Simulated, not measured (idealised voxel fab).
process module | voxel self aligned contacts
cross-section cut | 145 nm wide | cells 5 nm
A cross-section is a grid of square cells, given in bands from the top down. A band is one or more rows of cells.
Each band's line starts with the height of the band's top and of its bottom, in nm. Then come its materials from left to right, each with its width in nm. One material with "throughout" fills the band from edge to edge. "air" is empty space.
Height 0 is the level under which the wafer as received is all one material. The lowest band goes on downwards, as in "0 down".
A width such as "30 to 40" changes by the same amount from each row of cells to the next, from the band's top row to its bottom row.
"no change" after a step means that no cell of the cross-section changed.
closed voids: empty space of 8 cells or more with no open way to the top, each as width x height at its distance from the left edge, in nm
after a step's settings: what the simulator itself notes on the step
overlay nm, on a step with a mask: how far to the right of its planned place the mask lay; to the left if negative
plan
1 op RECEIVE | material Si
2 op CONFORMAL_DEP | material SiO2 | thk nm 5
3 op DIRECTIONAL_DEP | material polySi | thk nm 20
4 op DIRECTIONAL_DEP | material SiN | thk nm 20
5 op PATTERN | tone cover | mask id GATE | material resist | width nm 35 | pitch nm 70 | thk nm 15 | overlay nm -5
6 op DIRECTIONAL_ETCH | etch materials SiN | depth nm 20
7 op DIRECTIONAL_ETCH | etch materials polySi | depth nm 20
8 op STRIP | etch materials resist
9 op CONFORMAL_DEP | material SiN | thk nm 10
10 op DIRECTIONAL_ETCH | etch materials SiN | depth nm 10
11 op FILL_DEP | material SiO2 | thk nm 15
12 op CMP | height nm 55
13 op DIRECTIONAL_DEP | material aC | thk nm 15
14 op PATTERN | tone open | mask id CONTACT | material resist | width nm 55 | thk nm 30 | overlay nm 0
15 op DIRECTIONAL_ETCH | etch materials aC | depth nm 15
16 op STRIP | etch materials resist
17 op DIRECTIONAL_ETCH | etch materials SiO2 | depth nm 55
18 op STRIP | etch materials aC
19 op CONFORMAL_DEP | material TiN | thk nm 5
20 op FILL_DEP | material W | thk nm 10
21 op CMP | height nm 55
22 op CONFORMAL_DEP | material SiN | thk nm 5
varied across the wafers: overlay nm of step 5. The plan shows the first wafer's value. All wafers start alike
first wafer as received, after step 1
  0 down: Si throughout
  closed voids: none
first wafer at the end, after step 22
  60 to 55: SiN throughout
  55 to 45: SiO2 45 | TiN 5 to 20 | W 45 to 5 | TiN 5 to 30 | SiO2 45
  45 to 25: SiO2 5 | SiN 55 | TiN 5 | W 5 | TiN 5 | SiN 55 | SiO2 15
  25 to 5: SiO2 5 | SiN 10 | polySi 35 | SiN 10 | TiN 5 | W 5 | TiN 5 | SiN 10 | polySi 35 | SiN 10 | SiO2 15
  5 to 0: SiO2 60 | TiN 15 | SiO2 70
  0 down: Si throughout
  closed voids: none
last wafer at the end
  60 to 55: SiN throughout
  55 to 45: SiO2 45 | TiN 5 to 30 | W 45 to 5 | TiN 5 to 20 | SiO2 45
  45 to 25: SiO2 15 | SiN 55 | TiN 5 | W 5 | TiN 5 | SiN 55 | SiO2 5
  25 to 5: SiO2 15 | SiN 10 | polySi 35 | SiN 10 | TiN 5 | W 5 | TiN 5 | SiN 10 | polySi 35 | SiN 10 | SiO2 5
  5 to 0: SiO2 70 | TiN 15 | SiO2 60
  0 down: Si throughout
  closed voids: none
each wafer at the end: cells of each material gained (+) or lost (-) since it was received, then its closed voids
overlay nm -5 | +149 SiN | +94 SiO2 | +31 TiN | +18 W | +56 polySi | closed voids: none
overlay nm 0 | +149 SiN | +94 SiO2 | +31 TiN | +18 W | +56 polySi | closed voids: none
overlay nm 5 | +149 SiN | +94 SiO2 | +31 TiN | +18 W | +56 polySi | closed voids: none
